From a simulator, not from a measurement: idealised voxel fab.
The name of this process module is voxel ribs on slabs.
Cross-sectional view cut (width: 285 nm; square cell size: 5 nm).
Just so we're on the same page, the cross-sections are grids of square cells, and they're listed out in bands top to bottom, each band one or more rows deep.
Heads up on the band format: heights come first, top then bottom, in nm. After that it's the materials left to right, each with its width in nm. A single material flagged "full width" fills the whole band edge to edge, and "blank" means there's empty space there.
We count height from 0. Below that, the starting wafer is all one material. The lowest band never ends at the bottom but goes on down; see "0 nm and below" for how that is written.
A width given as "30..40" starts at the first number in the band's top row and ends at the second number in its bottom row, shifting by an equal amount at every step from row to row.
When a step is marked "changes: none", none of the cells in the cross-section changed during that step.
You'll see "Closed void list" listing empty spaces that have no way open to the top, as long as they're 8 cells or more; the notation is width x height at distance, where the distance is from the left edge, and all of it is in nm.
On each step's line, the part that comes after the settings is the simulator's own comment on the step.
A step line may carry the setting "overlay nm", which, for steps involving a mask, states the distance by which the mask lay to the right of its intended position; negative values denote displacement to the left.
### Listed below are the process steps as planned
step 1: RECEIVE,material Si
step 2: DIRECTIONAL_DEP,material SiO2,thk nm 30
step 3: DIRECTIONAL_DEP,material SiN,thk nm 20
step 4: DIRECTIONAL_DEP,material aC,thk nm 15
step 5: PATTERN,tone cover,mask id RIB,material resist,width nm 20,thk nm 30,overlay nm 0
step 6: DIRECTIONAL_ETCH,etch materials aC,depth nm 15
step 7: STRIP,etch materials resist
step 8: DIRECTIONAL_ETCH,etch materials SiN,depth nm 5
step 9: STRIP,etch materials aC
step 10: DIRECTIONAL_DEP,material aC,thk nm 15
step 11: PATTERN,tone cover,mask id SLAB,material resist,width nm 60,thk nm 35,overlay nm 0
step 12: DIRECTIONAL_ETCH,etch materials aC,depth nm 15
step 13: STRIP,etch materials resist
step 14: DIRECTIONAL_ETCH,etch materials SiN,depth nm 15
step 15: STRIP,etch materials aC
step 16: FILL_DEP,material SiO2,thk nm 25
step 17: CMP,height nm 65
step 18: DIRECTIONAL_DEP,material W,thk nm 10
step 19: PATTERN,tone cover,mask id HEATER,material resist,width nm 40,thk nm 20,overlay nm 0
step 20: DIRECTIONAL_ETCH,etch materials W,depth nm 10
step 21: STRIP,etch materials resist
step 22: CONFORMAL_DEP,material SiN,thk nm 10
Wafers differ in width nm at step 5; plan lists the first wafer's value; identical starting state.
### The first of several wafers in cross-section, exactly as it reached us after step 1
> 0 nm and below: Si full width
> Closed void list: none
### The figure below presents a cross-section of the first of several wafers at the conclusion of the module, following its last step, step 22
> 85 nm to 75 nm: 110 nm blank, then 60 nm SiN, then 115 nm blank
> 75 nm to 65 nm: 120 nm SiN, then 40 nm W, then 125 nm SiN
> 65 nm to 50 nm: SiO2 full width
> 50 nm to 45 nm: 130 nm SiO2, then 20 nm SiN, then 135 nm SiO2
> 45 nm to 30 nm: 110 nm SiO2, then 60 nm SiN, then 115 nm SiO2
> 30 nm to 0 nm: SiO2 full width
> 0 nm and below: Si full width
> Closed void list: none
### Final wafer cross-section at module end
> 85 nm to 75 nm: 110 nm blank, then 60 nm SiN, then 115 nm blank
> 75 nm to 65 nm: 120 nm SiN, then 40 nm W, then 125 nm SiN
> 65 nm to 50 nm: SiO2 full width
> 50 nm to 45 nm: 120 nm SiO2, then 45 nm SiN, then 120 nm SiO2
> 45 nm to 30 nm: 110 nm SiO2, then 60 nm SiN, then 115 nm SiO2
> 30 nm to 0 nm: SiO2 full width
> 0 nm and below: Si full width
> Closed void list: none
### Heads up, this table goes wafer by wafer. A row tells you, at the end of the module, how many cells of each material that wafer has put on (+) or dropped (-) since it was received, and then its closed voids
width nm 20, +162 SiN, +701 SiO2, +16 W, Closed void list: none
width nm 25, +163 SiN, +700 SiO2, +16 W, Closed void list: none
width nm 30, +164 SiN, +699 SiO2, +16 W, Closed void list: none
width nm 35, +165 SiN, +698 SiO2, +16 W, Closed void list: none
width nm 40, +166 SiN, +697 SiO2, +16 W, Closed void list: none
width nm 45, +167 SiN, +696 SiO2, +16 W, Closed void list: none
